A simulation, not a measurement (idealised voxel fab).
The following is a process module called voxel plated lines.
Section cut is 155 nm wide and gridded with 5 nm square cells.
A cross-section is written here as square cells arranged in a grid, and it is given in bands from the top down, each band taking up one or more rows of cells.
Top height, bottom height, nm. Materials left to right, width each, nm. Single material + "full width" = fills band edge to edge. "empty" = empty.
Measure heights from 0. That's the level where, below it, the as-received wafer is all one material. The lowest band is bottomless and extends downward; write it as in "0..down".
Note: "30->40" means the width goes from the first number (top row of the band) to the second number (bottom row) in equal steps per row of cells.
No cell of the cross-section changed in a step that is given as "nothing was modified".
"Entrapped voids" contains a list of empty spaces, each no smaller than 8 cells and without an open way to the top, written in the form width x height at distance with the distance from the left edge and all three in nm.
That trailing text on a step's line, after the settings, is the simulator's own remark on the step.
"overlay nm" answers the question of how far to the right of plan the mask lay on a step that has a mask, and when it is negative the answer is to the left.

Here's what the planned process steps look like
1) op RECEIVE | material Si
2) op CONFORMAL_DEP | material SiO2 | thk nm 15
3) op DIRECTIONAL_DEP | material TiN | thk nm 5
4) op PATTERN | tone open | mask id LINES | material resist | width nm 25 | pitch nm 45 | thk nm 35 | overlay nm 0
5) op EPI | material Ru | thk nm 10
6) op EPI | material Ru | thk nm 5
7) op EPI | material Ru | thk nm 10
8) op STRIP | etch materials resist
9) op DIRECTIONAL_ETCH | etch materials TiN | depth nm 5
10) op CONFORMAL_DEP | material SiCN | thk nm 5

First of two wafers - as planned

Wafer as received: cross-section following step 1
- 0..down: Si full width
- Entrapped voids: none

Once step 2 is through, the wafer looks like this in cross-section
- 15..0: SiO2 full width
- Below a height of 0, the structure has not been altered.

Once step 3 is through, the wafer looks like this in cross-section
- 20..15: TiN full width
- Below a height of 15, the structure has not been altered.

Once step 4 is through, the wafer looks like this in cross-section
- 55..20: 40 nm resist, 25 nm empty, 20 nm resist, 25 nm empty, 45 nm resist
- Below a height of 20, the structure has not been altered.

Once step 5 is through, the wafer looks like this in cross-section
- 55..30: 40 nm resist, 25 nm empty, 20 nm resist, 25 nm empty, 45 nm resist
- 30..20: 40 nm resist, 25 nm Ru, 20 nm resist, 25 nm Ru, 45 nm resist
- Below a height of 20, the structure has not been altered.

Once step 6 is through, the wafer looks like this in cross-section
- 55..35: 40 nm resist, 25 nm empty, 20 nm resist, 25 nm empty, 45 nm resist
- 35..20: 40 nm resist, 25 nm Ru, 20 nm resist, 25 nm Ru, 45 nm resist
- Below a height of 20, the structure has not been altered.

Once step 7 is through, the wafer looks like this in cross-section
- 55..45: 40 nm resist, 25 nm empty, 20 nm resist, 25 nm empty, 45 nm resist
- 45..20: 40 nm resist, 25 nm Ru, 20 nm resist, 25 nm Ru, 45 nm resist
- Below a height of 20, the structure has not been altered.

Once step 8 is through, the wafer looks like this in cross-section
- 45..20: 40 nm empty, 25 nm Ru, 20 nm empty, 25 nm Ru, 45 nm empty
- Below a height of 20, the structure has not been altered.

Once step 9 is through, the wafer looks like this in cross-section
- 45..20: 40 nm empty, 25 nm Ru, 20 nm empty, 25 nm Ru, 45 nm empty
- 20..15: 40 nm empty, 25 nm TiN, 20 nm empty, 25 nm TiN, 45 nm empty
- Below a height of 15, the structure has not been altered.

Once step 10 is through, the wafer looks like this in cross-section
- 50..45: 35 nm empty, 35 nm SiCN, 10 nm empty, 35 nm SiCN, 40 nm empty
- 45..20: 35 nm empty, 5 nm SiCN, 25 nm Ru, 5 nm SiCN, 10 nm empty, 5 nm SiCN, 25 nm Ru, 5 nm SiCN, 40 nm empty
- 20..15: 40 nm SiCN, 25 nm TiN, 20 nm SiCN, 25 nm TiN, 45 nm SiCN
- Below a height of 15, the structure has not been altered.

Wafer two of two - same starting point, same process plan, one mistake in execution; matches wafer one up to and including step 3

Cross-section of the second wafer when, according to plan, step 4 should have finished
- 55..20: 40 nm empty, 25 nm resist, 20 nm empty, 25 nm resist, 45 nm empty
- Below a height of 20, the structure has not been altered.

Cross-section of the second wafer when, according to plan, step 5 should have finished
- 55..30: 40 nm empty, 25 nm resist, 20 nm empty, 25 nm resist, 45 nm empty
- 30..20: 40 nm Ru, 25 nm resist, 20 nm Ru, 25 nm resist, 45 nm Ru
- Below a height of 20, the structure has not been altered.

Cross-section of the second wafer when, according to plan, step 6 should have finished
- 55..35: 40 nm empty, 25 nm resist, 20 nm empty, 25 nm resist, 45 nm empty
- 35..20: 40 nm Ru, 25 nm resist, 20 nm Ru, 25 nm resist, 45 nm Ru
- Below a height of 20, the structure has not been altered.

Cross-section of the second wafer when, according to plan, step 7 should have finished
- 55..45: 40 nm empty, 25 nm resist, 20 nm empty, 25 nm resist, 45 nm empty
- 45..20: 40 nm Ru, 25 nm resist, 20 nm Ru, 25 nm resist, 45 nm Ru
- Below a height of 20, the structure has not been altered.

Cross-section of the second wafer when, according to plan, step 8 should have finished
- 45..20: 40 nm Ru, 25 nm empty, 20 nm Ru, 25 nm empty, 45 nm Ru
- Below a height of 20, the structure has not been altered.

Cross-section of the second wafer when, according to plan, step 9 should have finished
- 45..20: 40 nm Ru, 25 nm empty, 20 nm Ru, 25 nm empty, 45 nm Ru
- 20..15: 40 nm TiN, 25 nm empty, 20 nm TiN, 25 nm empty, 45 nm TiN
- Below a height of 15, the structure has not been altered.

Cross-section of the second wafer when, according to plan, step 10 should have finished
- 50..45: 45 nm SiCN, 15 nm empty, 30 nm SiCN, 15 nm empty, 50 nm SiCN
- 45..20: 40 nm Ru, 5 nm SiCN, 15 nm empty, 5 nm SiCN, 20 nm Ru, 5 nm SiCN, 15 nm empty, 5 nm SiCN, 45 nm Ru
- 20..15: 40 nm TiN, 25 nm SiCN, 20 nm TiN, 25 nm SiCN, 45 nm TiN
- Below a height of 15, the structure has not been altered.
what went wrong: step 4 changed vs plan, executed as op PATTERN | tone cover | mask id LINES | material resist | width nm 25 | pitch nm 45 | thk nm 35 | overlay nm 0
At the finish, the second wafer shows more or fewer cells for some materials than the first does: +55 Ru, +11 TiN
